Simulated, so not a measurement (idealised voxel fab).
This section sets out a process module, namely voxel transistor to metal.
For reference, the cross-section in this document is cut, with width 150 nm and square cells of 5 nm.
Reading order for cross-sections: top band down to bottom band. Underlying form: a grid of square cells. Band size: one or more rows of cells.
Band: top and bottom heights (nm) first, top before bottom; then materials from left to right, widths in nm. "everywhere" marks a sole material filling the band edge to edge. "blank" denotes empty space.
Measure heights from 0. That's the level where, below it, the as-received wafer is all one material. The lowest band is bottomless and extends downward; write it as in "0 nm and below".
When a width is written as two numbers, as in "30 to 40", the first number is the width in the top row of cells of the band and the second is the width in its bottom row, and the width changes by the same amount from each row to the next.
Where the words "remains unaltered" appear for a step, the cross-section shows no cell changed by that step; every cell remained as before.
"Fully closed voids": sealed empty spaces, 8 cells or more, no open way to top, listed width x height at distance, with distance from the left edge and width, height and distance in nm.
Past the settings on a step's line: simulator remark, on that step.
overlay nm: mask offset rightward from planned place, masked step; negative means leftward offset.
# List of planned process steps
1: RECEIVE, material Si
2: CONFORMAL_DEP, material SiO2, thk nm 5
3: CONFORMAL_DEP, material SiN, thk nm 10
4: PATTERN, tone cover, mask id ACTIVE, material resist, width nm 95, thk nm 15, overlay nm 0
5: DIRECTIONAL_ETCH, etch materials SiN, depth nm 10
6: DIRECTIONAL_ETCH, etch materials SiO2, depth nm 5
7: DIRECTIONAL_ETCH, etch materials Si, depth nm 25
8: STRIP, etch materials resist
9: OXIDIZE, depth nm 5
10: FILL_DEP, material SiO2, thk nm 10
11: CMP, height nm 15
12: SELECTIVE_ETCH, etch materials SiO2, depth nm 5
13: STRIP, etch materials SiN
14: SELECTIVE_ETCH, etch materials SiO2, depth nm 5
15: OXIDIZE, depth nm 5
16: DIRECTIONAL_DEP, material polySi, thk nm 30
17: DIRECTIONAL_DEP, material SiCN, thk nm 10
18: MASKED_ETCH, tone cover, mask id GATE, width nm 15, etch materials SiCN, depth nm 20, overlay nm 0
19: MASKED_ETCH, tone cover, mask id GATE, width nm 15, etch materials polySi, depth nm 40, overlay nm 0
20: CONFORMAL_DEP, material SiN, thk nm 10
21: DIRECTIONAL_ETCH, etch materials SiN, depth nm 10
22: DIRECTIONAL_ETCH, etch materials SiO2, depth nm 5
23: DIRECTIONAL_ETCH, etch materials Si, depth nm 10
24: EPI, material pSi, thk nm 10
25: FILL_DEP, material SiO2, thk nm 5
26: CMP, height nm 40
27: DIRECTIONAL_DEP, material SiO2, thk nm 15
28: MASKED_ETCH, tone open, mask id CONTACT, width nm 20, pitch nm 65, etch materials SiO2, depth nm 60, overlay nm 0
29: CONFORMAL_DEP, material TiN, thk nm 5
30: FILL_DEP, material Ru, thk nm 5
31: CMP, height nm 55
32: CONFORMAL_DEP, material SiCN, thk nm 5
33: DIRECTIONAL_DEP, material SiO2, thk nm 20
34: PATTERN, tone open, mask id METAL_1, material resist, width nm 20, pitch nm 65, thk nm 15, overlay nm 0
35: DIRECTIONAL_ETCH, etch materials SiO2, depth nm 20
36: DIRECTIONAL_ETCH, etch materials SiCN, depth nm 5
37: STRIP, etch materials resist
38: CONFORMAL_DEP, material TiN, thk nm 5
39: FILL_DEP, material Cu, thk nm 5
40: CMP, height nm 80
41: CONFORMAL_DEP, material SiN, thk nm 5
# Run as planned: first of two wafers
# Delivered wafer in cross-section: state after step 1
0 nm and below: Si everywhere
Fully closed voids: none
# State of the wafer after step 2, shown in cross-section
5 nm to 0 nm: SiO2 everywhere
below 0: unchanged
# State of the wafer after step 3, shown in cross-section
15 nm to 5 nm: SiN everywhere
below 5: unchanged
# State of the wafer after step 4, shown in cross-section
30 nm to 15 nm: blank (25), resist (95), blank (30)
below 15: unchanged
# State of the wafer after step 5, shown in cross-section
30 nm to 15 nm: blank (25), resist (95), blank (30)
15 nm to 5 nm: blank (25), SiN (95), blank (30)
below 5: unchanged
# State of the wafer after step 6, shown in cross-section
30 nm to 15 nm: blank (25), resist (95), blank (30)
15 nm to 5 nm: blank (25), SiN (95), blank (30)
5 nm to 0 nm: blank (25), SiO2 (95), blank (30)
below 0: unchanged
# State of the wafer after step 7, shown in cross-section
30 nm to 15 nm: blank (25), resist (95), blank (30)
15 nm to 5 nm: blank (25), SiN (95), blank (30)
5 nm to 0 nm: blank (25), SiO2 (95), blank (30)
0 nm to -25 nm: blank (25), Si (95), blank (30)
below -25: unchanged
# State of the wafer after step 8, shown in cross-section
15 nm to 5 nm: blank (25), SiN (95), blank (30)
below 5: unchanged
# State of the wafer after step 9, shown in cross-section
15 nm to 5 nm: blank (25), SiN (95), blank (30)
5 nm to 0 nm: blank (25), SiO2 (95), blank (30)
0 nm to -25 nm: blank (25), SiO2 (5), Si (85), SiO2 (5), blank (30)
-25 nm to -30 nm: SiO2 (30), Si (85), SiO2 (35)
below -30: unchanged
# State of the wafer after step 10, shown in cross-section
25 nm to 15 nm: SiO2 everywhere
15 nm to 5 nm: SiO2 (25), SiN (95), SiO2 (30)
5 nm to 0 nm: SiO2 everywhere
0 nm to -30 nm: SiO2 (30), Si (85), SiO2 (35)
below -30: unchanged
# State of the wafer after step 11, shown in cross-section
15 nm to 5 nm: SiO2 (25), SiN (95), SiO2 (30)
below 5: unchanged
# State of the wafer after step 12, shown in cross-section
15 nm to 10 nm: blank (25), SiN (95), blank (30)
below 10: unchanged
# State of the wafer after step 13, shown in cross-section
10 nm to 5 nm: SiO2 (25), blank (95), SiO2 (30)
below 5: unchanged
# State of the wafer after step 14, shown in cross-section
5 nm to 0 nm: SiO2 (20), blank (105), SiO2 (25)
below 0: unchanged
# State of the wafer after step 15, shown in cross-section
5 nm to 0 nm: SiO2 (20), blank (105), SiO2 (25)
0 nm to -5 nm: SiO2 everywhere
below -5: unchanged
# State of the wafer after step 16, shown in cross-section
35 nm to 30 nm: polySi (20), blank (105), polySi (25)
30 nm to 5 nm: polySi everywhere
5 nm to 0 nm: SiO2 (20), polySi (105), SiO2 (25)
below 0: unchanged
# State of the wafer after step 17, shown in cross-section
45 nm to 40 nm: SiCN (20), blank (105), SiCN (25)
40 nm to 35 nm: SiCN everywhere
35 nm to 30 nm: polySi (20), SiCN (105), polySi (25)
below 30: unchanged
# State of the wafer after step 18, shown in cross-section
40 nm to 35 nm: blank (65), SiCN (15), blank (70)
35 nm to 30 nm: polySi (20), blank (45), SiCN (15), blank (45), polySi (25)
below 30: unchanged
# State of the wafer after step 19, shown in cross-section
40 nm to 30 nm: blank (65), SiCN (15), blank (70)
30 nm to 5 nm: blank (65), polySi (15), blank (70)
5 nm to 0 nm: SiO2 (20), blank (45), polySi (15), blank (45), SiO2 (25)
below 0: unchanged
# State of the wafer after step 20, shown in cross-section
50 nm to 40 nm: blank (55), SiN (35), blank (60)
40 nm to 30 nm: blank (55), SiN (10), SiCN (15), SiN (10), blank (60)
30 nm to 15 nm: blank (55), SiN (10), polySi (15), SiN (10), blank (60)
15 nm to 10 nm: SiN (30), blank (25), SiN (10), polySi (15), SiN (10), blank (25), SiN (35)
10 nm to 5 nm: SiN (65), polySi (15), SiN (70)
5 nm to 0 nm: SiO2 (20), SiN (45), polySi (15), SiN (45), SiO2 (25)
below 0: unchanged
# State of the wafer after step 21, shown in cross-section
40 nm to 30 nm: blank (55), SiN (10), SiCN (15), SiN (10), blank (60)
30 nm to 5 nm: blank (55), SiN (10), polySi (15), SiN (10), blank (60)
5 nm to 0 nm: SiO2 (20), SiN (10), blank (25), SiN (10), polySi (15), SiN (10), blank (25), SiN (10), SiO2 (25)
below 0: unchanged
# State of the wafer after step 22, shown in cross-section
40 nm to 30 nm: blank (55), SiN (10), SiCN (15), SiN (10), blank (60)
30 nm to 5 nm: blank (55), SiN (10), polySi (15), SiN (10), blank (60)
5 nm to 0 nm: blank (20), SiN (10), blank (25), SiN (10), polySi (15), SiN (10), blank (25), SiN (10), blank (25)
0 nm to -5 nm: SiO2 (30), blank (25), SiO2 (35), blank (25), SiO2 (35)
below -5: unchanged
# State of the wafer after step 23, shown in cross-section
40 nm to 30 nm: blank (55), SiN (10), SiCN (15), SiN (10), blank (60)
30 nm to 5 nm: blank (55), SiN (10), polySi (15), SiN (10), blank (60)
5 nm to 0 nm: blank (20), SiN (10), blank (25), SiN (10), polySi (15), SiN (10), blank (25), SiN (10), blank (25)
0 nm to -5 nm: SiO2 (30), blank (25), SiO2 (35), blank (25), SiO2 (35)
-5 nm to -15 nm: SiO2 (30), blank (25), Si (35), blank (25), SiO2 (35)
below -15: unchanged
# State of the wafer after step 24, shown in cross-section
40 nm to 30 nm: blank (55), SiN (10), SiCN (15), SiN (10), blank (60)
30 nm to 5 nm: blank (55), SiN (10), polySi (15), SiN (10), blank (60)
5 nm to 0 nm: blank (20), SiN (10), blank (15), pSi (10), SiN (10), polySi (15), SiN (10), pSi (10), blank (15), SiN (10), blank (25)
0 nm to -5 nm: SiO2 (30), blank (15), pSi (10), SiO2 (35), pSi (10), blank (15), SiO2 (35)
-5 nm to -15 nm: SiO2 (30), pSi (25), Si (35), pSi (25), SiO2 (35)
below -15: unchanged
# State of the wafer after step 25, shown in cross-section
45 nm to 40 nm: SiO2 everywhere
40 nm to 30 nm: SiO2 (55), SiN (10), SiCN (15), SiN (10), SiO2 (60)
30 nm to 5 nm: SiO2 (55), SiN (10), polySi (15), SiN (10), SiO2 (60)
5 nm to 0 nm: SiO2 (20), SiN (10), SiO2 (15), pSi (10), SiN (10), polySi (15), SiN (10), pSi (10), SiO2 (15), SiN (10), SiO2 (25)
0 nm to -5 nm: SiO2 (45), pSi (10), SiO2 (35), pSi (10), SiO2 (50)
below -5: unchanged
# State of the wafer after step 26, shown in cross-section
40 nm to 30 nm: SiO2 (55), SiN (10), SiCN (15), SiN (10), SiO2 (60)
below 30: unchanged
# State of the wafer after step 27, shown in cross-section
55 nm to 40 nm: SiO2 everywhere
below 40: unchanged
# State of the wafer after step 28, shown in cross-section
55 nm to 40 nm: SiO2 (30), blank (20), SiO2 (45), blank (20), SiO2 (35)
40 nm to 30 nm: SiO2 (30), blank (20), SiO2 (5), SiN (10), SiCN (15), SiN (10), SiO2 (5), blank (20), SiO2 (35)
30 nm to 5 nm: SiO2 (30), blank (20), SiO2 (5), SiN (10), polySi (15), SiN (10), SiO2 (5), blank (20), SiO2 (35)
5 nm to 0 nm: SiO2 (20), SiN (10), blank (15), pSi (10), SiN (10), polySi (15), SiN (10), pSi (10), blank (15), SiN (10), SiO2 (25)
0 nm to -5 nm: SiO2 (30), blank (15), pSi (10), SiO2 (35), pSi (10), blank (15), SiO2 (35)
below -5: unchanged
# State of the wafer after step 29, shown in cross-section
60 nm to 55 nm: TiN (35), blank (10), TiN (55), blank (10), TiN (40)
55 nm to 40 nm: SiO2 (30), TiN (5), blank (10), TiN (5), SiO2 (45), TiN (5), blank (10), TiN (5), SiO2 (35)
40 nm to 30 nm: SiO2 (30), TiN (5), blank (10), TiN (5), SiO2 (5), SiN (10), SiCN (15), SiN (10), SiO2 (5), TiN (5), blank (10), TiN (5), SiO2 (35)
30 nm to 10 nm: SiO2 (30), TiN (5), blank (10), TiN (5), SiO2 (5), SiN (10), polySi (15), SiN (10), SiO2 (5), TiN (5), blank (10), TiN (5), SiO2 (35)
10 nm to 5 nm: SiO2 (30), TiN (5), blank (5), TiN (10), SiO2 (5), SiN (10), polySi (15), SiN (10), SiO2 (5), TiN (10), blank (5), TiN (5), SiO2 (35)
5 nm to 0 nm: SiO2 (20), SiN (10), TiN (5), blank (5), TiN (5), pSi (10), SiN (10), polySi (15), SiN (10), pSi (10), TiN (5), blank (5), TiN (5), SiN (10), SiO2 (25)
0 nm to -5 nm: SiO2 (30), TiN (15), pSi (10), SiO2 (35), pSi (10), TiN (15), SiO2 (35)
below -5: unchanged
# State of the wafer after step 30, shown in cross-section
65 nm to 60 nm: Ru everywhere
60 nm to 55 nm: TiN (35), Ru (10), TiN (55), Ru (10), TiN (40)
55 nm to 40 nm: SiO2 (30), TiN (5), Ru (10), TiN (5), SiO2 (45), TiN (5), Ru (10), TiN (5), SiO2 (35)
40 nm to 30 nm: SiO2 (30), TiN (5), Ru (10), TiN (5), SiO2 (5), SiN (10), SiCN (15), SiN (10), SiO2 (5), TiN (5), Ru (10), TiN (5), SiO2 (35)
30 nm to 10 nm: SiO2 (30), TiN (5), Ru (10), TiN (5), SiO2 (5), SiN (10), polySi (15), SiN (10), SiO2 (5), TiN (5), Ru (10), TiN (5), SiO2 (35)
10 nm to 5 nm: SiO2 (30), TiN (5), Ru (5), TiN (10), SiO2 (5), SiN (10), polySi (15), SiN (10), SiO2 (5), TiN (10), Ru (5), TiN (5), SiO2 (35)
5 nm to 0 nm: SiO2 (20), SiN (10), TiN (5), Ru (5), TiN (5), pSi (10), SiN (10), polySi (15), SiN (10), pSi (10), TiN (5), Ru (5), TiN (5), SiN (10), SiO2 (25)
below 0: unchanged
# State of the wafer after step 31, shown in cross-section
55 nm to 40 nm: SiO2 (30), TiN (5), Ru (10), TiN (5), SiO2 (45), TiN (5), Ru (10), TiN (5), SiO2 (35)
below 40: unchanged
# State of the wafer after step 32, shown in cross-section
60 nm to 55 nm: SiCN everywhere
below 55: unchanged
# State of the wafer after step 33, shown in cross-section
80 nm to 60 nm: SiO2 everywhere
below 60: unchanged
# State of the wafer after step 34, shown in cross-section
95 nm to 80 nm: resist (30), blank (20), resist (45), blank (20), resist (35)
below 80: unchanged
# State of the wafer after step 35, shown in cross-section
95 nm to 80 nm: resist (30), blank (20), resist (45), blank (20), resist (35)
80 nm to 60 nm: SiO2 (30), blank (20), SiO2 (45), blank (20), SiO2 (35)
below 60: unchanged
# State of the wafer after step 36, shown in cross-section
95 nm to 80 nm: resist (30), blank (20), resist (45), blank (20), resist (35)
80 nm to 60 nm: SiO2 (30), blank (20), SiO2 (45), blank (20), SiO2 (35)
60 nm to 55 nm: SiCN (30), blank (20), SiCN (45), blank (20), SiCN (35)
below 55: unchanged
# State of the wafer after step 37, shown in cross-section
80 nm to 60 nm: SiO2 (30), blank (20), SiO2 (45), blank (20), SiO2 (35)
below 60: unchanged
# State of the wafer after step 38, shown in cross-section
85 nm to 80 nm: TiN (35), blank (10), TiN (55), blank (10), TiN (40)
80 nm to 60 nm: SiO2 (30), TiN (5), blank (10), TiN (5), SiO2 (45), TiN (5), blank (10), TiN (5), SiO2 (35)
60 nm to 55 nm: SiCN (30), TiN (20), SiCN (45), TiN (20), SiCN (35)
below 55: unchanged
# State of the wafer after step 39, shown in cross-section
90 nm to 85 nm: Cu everywhere
85 nm to 80 nm: TiN (35), Cu (10), TiN (55), Cu (10), TiN (40)
80 nm to 60 nm: SiO2 (30), TiN (5), Cu (10), TiN (5), SiO2 (45), TiN (5), Cu (10), TiN (5), SiO2 (35)
below 60: unchanged
# State of the wafer after step 40, shown in cross-section
80 nm to 60 nm: SiO2 (30), TiN (5), Cu (10), TiN (5), SiO2 (45), TiN (5), Cu (10), TiN (5), SiO2 (35)
below 60: unchanged
# State of the wafer after step 41, shown in cross-section
85 nm to 80 nm: SiN everywhere
below 80: unchanged
# second wafer: like start, like plan, one mistake. Through step 26 it matches the first wafer
# What the second wafer looks like in cross-section when step 27 should have wrapped up
70 nm to 40 nm: SiO2 everywhere
below 40: unchanged
# What the second wafer looks like in cross-section when step 28 should have wrapped up
70 nm to 40 nm: SiO2 (30), blank (20), SiO2 (45), blank (20), SiO2 (35)
40 nm to 30 nm: SiO2 (30), blank (20), SiO2 (5), SiN (10), SiCN (15), SiN (10), SiO2 (5), blank (20), SiO2 (35)
30 nm to 10 nm: SiO2 (30), blank (20), SiO2 (5), SiN (10), polySi (15), SiN (10), SiO2 (5), blank (20), SiO2 (35)
below 10: unchanged
# What the second wafer looks like in cross-section when step 29 should have wrapped up
75 nm to 70 nm: TiN (35), blank (10), TiN (55), blank (10), TiN (40)
70 nm to 40 nm: SiO2 (30), TiN (5), blank (10), TiN (5), SiO2 (45), TiN (5), blank (10), TiN (5), SiO2 (35)
40 nm to 30 nm: SiO2 (30), TiN (5), blank (10), TiN (5), SiO2 (5), SiN (10), SiCN (15), SiN (10), SiO2 (5), TiN (5), blank (10), TiN (5), SiO2 (35)
30 nm to 15 nm: SiO2 (30), TiN (5), blank (10), TiN (5), SiO2 (5), SiN (10), polySi (15), SiN (10), SiO2 (5), TiN (5), blank (10), TiN (5), SiO2 (35)
15 nm to 10 nm: SiO2 (30), TiN (20), SiO2 (5), SiN (10), polySi (15), SiN (10), SiO2 (5), TiN (20), SiO2 (35)
below 10: unchanged
# What the second wafer looks like in cross-section when step 30 should have wrapped up
80 nm to 75 nm: Ru everywhere
75 nm to 70 nm: TiN (35), Ru (10), TiN (55), Ru (10), TiN (40)
70 nm to 40 nm: SiO2 (30), TiN (5), Ru (10), TiN (5), SiO2 (45), TiN (5), Ru (10), TiN (5), SiO2 (35)
40 nm to 30 nm: SiO2 (30), TiN (5), Ru (10), TiN (5), SiO2 (5), SiN (10), SiCN (15), SiN (10), SiO2 (5), TiN (5), Ru (10), TiN (5), SiO2 (35)
30 nm to 15 nm: SiO2 (30), TiN (5), Ru (10), TiN (5), SiO2 (5), SiN (10), polySi (15), SiN (10), SiO2 (5), TiN (5), Ru (10), TiN (5), SiO2 (35)
below 15: unchanged
# What the second wafer looks like in cross-section when step 31 should have wrapped up
55 nm to 40 nm: SiO2 (30), TiN (5), Ru (10), TiN (5), SiO2 (45), TiN (5), Ru (10), TiN (5), SiO2 (35)
below 40: unchanged
# What the second wafer looks like in cross-section when step 32 should have wrapped up
60 nm to 55 nm: SiCN everywhere
below 55: unchanged
# What the second wafer looks like in cross-section when step 33 should have wrapped up
80 nm to 60 nm: SiO2 everywhere
below 60: unchanged
# What the second wafer looks like in cross-section when step 34 should have wrapped up
95 nm to 80 nm: resist (30), blank (20), resist (45), blank (20), resist (35)
below 80: unchanged
# What the second wafer looks like in cross-section when step 35 should have wrapped up
95 nm to 80 nm: resist (30), blank (20), resist (45), blank (20), resist (35)
80 nm to 60 nm: SiO2 (30), blank (20), SiO2 (45), blank (20), SiO2 (35)
below 60: unchanged
# What the second wafer looks like in cross-section when step 36 should have wrapped up
95 nm to 80 nm: resist (30), blank (20), resist (45), blank (20), resist (35)
80 nm to 60 nm: SiO2 (30), blank (20), SiO2 (45), blank (20), SiO2 (35)
60 nm to 55 nm: SiCN (30), blank (20), SiCN (45), blank (20), SiCN (35)
below 55: unchanged
# What the second wafer looks like in cross-section when step 37 should have wrapped up
80 nm to 60 nm: SiO2 (30), blank (20), SiO2 (45), blank (20), SiO2 (35)
below 60: unchanged
# What the second wafer looks like in cross-section when step 38 should have wrapped up
85 nm to 80 nm: TiN (35), blank (10), TiN (55), blank (10), TiN (40)
80 nm to 60 nm: SiO2 (30), TiN (5), blank (10), TiN (5), SiO2 (45), TiN (5), blank (10), TiN (5), SiO2 (35)
60 nm to 55 nm: SiCN (30), TiN (20), SiCN (45), TiN (20), SiCN (35)
below 55: unchanged
# What the second wafer looks like in cross-section when step 39 should have wrapped up
90 nm to 85 nm: Cu everywhere
85 nm to 80 nm: TiN (35), Cu (10), TiN (55), Cu (10), TiN (40)
80 nm to 60 nm: SiO2 (30), TiN (5), Cu (10), TiN (5), SiO2 (45), TiN (5), Cu (10), TiN (5), SiO2 (35)
below 60: unchanged
# What the second wafer looks like in cross-section when step 40 should have wrapped up
80 nm to 60 nm: SiO2 (30), TiN (5), Cu (10), TiN (5), SiO2 (45), TiN (5), Cu (10), TiN (5), SiO2 (35)
below 60: unchanged
# What the second wafer looks like in cross-section when step 41 should have wrapped up
85 nm to 80 nm: SiN everywhere
below 80: unchanged
The mistake made against the process plan was this: plan step 27 was conducted twice
Count the cells at the end and the second wafer has more or fewer of some materials than the first: Ru -8 | SiO2 +20 | TiN -12
